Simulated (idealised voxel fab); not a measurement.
Name of the process module below: voxel ribs on slabs
The figure presents cross-section cut, which has a width of 230 nm and is divided into square cells with an edge length of 5 nm.
Cross-section layout: square cells on a grid; listed as bands, top to bottom; a band spans one or more cell rows. In this notation a band is specified by the heights of its top and bottom, in that order and in nm, after which its materials appear from left to right, each paired with its width in nm. The word "full width" attached to a single material means that material fills the band from edge to edge; the word "empty" stands for empty space. Heads up on the height convention: 0 is the point under which the incoming wafer is all one material, and the lowest band has no bottom, it just keeps going down, like "from 0 down". The notation "30 to 40" denotes a width that varies across the rows of cells in the band, beginning at the first number in the top row, finishing at the second number in the bottom row, and changing by an identical amount from each row to the next. It should be understood that the words "no modifications", when stated for a given step, signify that the cross-section underwent no change in any of its cells during that step. For the entry "Enclosed void entries", the listed items are empty spaces with no open way to the top whose size is 8 cells or more; each item follows the pattern width x height at distance, where distance is from the left edge and all three are in nm. Where a step's line continues beyond its settings, the continuation is a remark by the simulator itself on that step. overlay nm: mask offset rightward from planned place, masked step; negative means leftward offset.

Process steps - plan:
1: RECEIVE: material Si
2: DIRECTIONAL_DEP: material SiO2, thk nm 20
3: DIRECTIONAL_DEP: material polySi, thk nm 20
4: DIRECTIONAL_DEP: material aC, thk nm 10
5: PATTERN: tone cover, mask id RIB, material resist, width nm 25, thk nm 30, overlay nm 0
6: DIRECTIONAL_ETCH: etch materials aC, depth nm 10
7: STRIP: etch materials resist
8: DIRECTIONAL_ETCH: etch materials polySi, depth nm 5
9: STRIP: etch materials aC
10: MASKED_ETCH: tone cover, mask id SLAB, width nm 65, etch materials polySi, depth nm 15, overlay nm 0
11: FILL_DEP: material SiO2, thk nm 20
12: CMP: height nm 55
13: DIRECTIONAL_DEP: material W, thk nm 5
14: PATTERN: tone cover, mask id HEATER, material resist, width nm 35, thk nm 20, overlay nm 0
15: DIRECTIONAL_ETCH: etch materials W, depth nm 5
16: STRIP: etch materials resist
17: CONFORMAL_DEP: material SiO2, thk nm 5

Cross-section, incoming material, after step 1:
- from 0 down = Si full width
- Enclosed void entries: none

Cross-section taken at module completion on the first of two wafers; processed per the plan:
- from 65 to 60 = 90 empty | 45 SiO2 | 95 empty
- from 60 to 55 = 95 SiO2 | 35 W | 100 SiO2
- from 55 to 40 = SiO2 full width
- from 40 to 35 = 100 SiO2 | 25 polySi | 105 SiO2
- from 35 to 20 = 80 SiO2 | 65 polySi | 85 SiO2
- from 20 to 0 = SiO2 full width
- from 0 down = Si full width
- Enclosed void entries: none

Cross-section, second wafer: same start as the first, same plan as the first, one mistake in running it; taken at the end of the module:
- from 65 to 60 = 90 empty | 45 SiO2 | 95 empty
- from 60 to 55 = 95 SiO2 | 35 W | 100 SiO2
- from 55 to 20 = SiO2 full width
- from 20 to 0 = polySi full width
- from 0 down = Si full width
- Enclosed void entries: none
In executing the process, a mistake was made relative to the plan: the processing plan was not followed for steps 2 and 3, which were run with their positions exchanged
Final comparison by cell count, materials where the second wafer has more or fewer than the first: SiO2: 140 fewer, polySi: 140 more
